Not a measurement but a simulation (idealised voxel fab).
process module | voxel wiring stack
cross-section cut | 230 nm wide | cells 5 nm
A cross-section is a grid of square cells, given in bands from the top down. A band is one or more rows of cells.
Each band's line starts with the height of the band's top and of its bottom, in nm. Then come its materials from left to right, each with its width in nm. One material with "throughout" fills the band from edge to edge. "air" is empty space.
Height 0 is the level under which the wafer as received is all one material. The lowest band goes on downwards, as in "0 down".
A width such as "30 to 40" changes by the same amount from each row of cells to the next, from the band's top row to its bottom row.
"no change" after a step means that no cell of the cross-section changed.
closed voids: empty space of 8 cells or more with no open way to the top, each as width x height at its distance from the left edge, in nm
after a step's settings: what the simulator itself notes on the step
overlay nm, on a step with a mask: how far to the right of its planned place the mask lay; to the left if negative
plan
1 op RECEIVE | material Si
2 op CONFORMAL_DEP | material SiO2 | thk nm 10
3 op DIRECTIONAL_DEP | material TiN | thk nm 5
4 op DIRECTIONAL_DEP | material W | thk nm 15
5 op MASKED_ETCH | tone cover | mask id METAL_1 | width nm 30 | pitch nm 60 | etch materials W | depth nm 15 | overlay nm 0
6 op MASKED_ETCH | tone cover | mask id METAL_1 | width nm 30 | pitch nm 60 | etch materials TiN | depth nm 5 | overlay nm 0
7 op FILL_DEP | material SiO2 | thk nm 5
8 op CMP | height nm 30
9 op CONFORMAL_DEP | material SiCN | thk nm 5
10 op DIRECTIONAL_DEP | material SiO2 | thk nm 25
11 op DIRECTIONAL_DEP | material aC | thk nm 10
12 op PATTERN | tone open | mask id METAL_2_HOLES | material resist | width nm 15 | pitch nm 60 | thk nm 25 | overlay nm 0
13 op DIRECTIONAL_ETCH | etch materials aC | depth nm 10
14 op STRIP | etch materials resist
15 op DIRECTIONAL_ETCH | etch materials SiO2 | depth nm 25
16 op STRIP | etch materials aC
17 op PATTERN | tone open | mask id METAL_2 | material resist | width nm 30 | pitch nm 60 | thk nm 20 | overlay nm 0
18 op DIRECTIONAL_ETCH | etch materials SiO2 | depth nm 15
19 op DIRECTIONAL_ETCH | etch materials SiCN | depth nm 5
20 op STRIP | etch materials resist
21 op CONFORMAL_DEP | material TiN | thk nm 5
22 op FILL_DEP | material Cu | thk nm 5
23 op CMP | height nm 60
24 op CONFORMAL_DEP | material SiCN | thk nm 5
as received, after step 1
  0 down: Si throughout
  closed voids: none
a wafer at the end: this start, this plan, one mistake
  65 to 60: SiCN throughout
  60 to 50: SiO2 40 | TiN 5 | Cu 20 | TiN 5 | SiO2 30 | TiN 5 | Cu 20 | TiN 5 | SiO2 30 | TiN 5 | Cu 20 | TiN 5 | SiO2 40
  50 to 45: SiO2 40 | TiN 5 | Cu 5 | TiN 20 | SiO2 30 | TiN 5 | Cu 5 | TiN 20 | SiO2 30 | TiN 5 | Cu 5 | TiN 20 | SiO2 40
  45 to 35: SiO2 40 | TiN 5 | Cu 5 | TiN 5 | SiO2 45 | TiN 5 | Cu 5 | TiN 5 | SiO2 45 | TiN 5 | Cu 5 | TiN 5 | SiO2 55
  35 to 30: SiCN 40 | TiN 15 | SiCN 45 | TiN 15 | SiCN 45 | TiN 15 | SiCN 55
  30 to 15: SiO2 50 | W 30 | SiO2 30 | W 30 | SiO2 30 | W 30 | SiO2 30
  15 to 10: SiO2 40 | TiN 40 | SiO2 20 | TiN 40 | SiO2 20 | TiN 40 | SiO2 30
  10 to 0: SiO2 throughout
  0 down: Si throughout
  closed voids: none
what went wrong: step 5 ran as: op MASKED_ETCH | tone cover | mask id METAL_1 | width nm 30 | pitch nm 60 | etch materials W | depth nm 15 | overlay nm 10
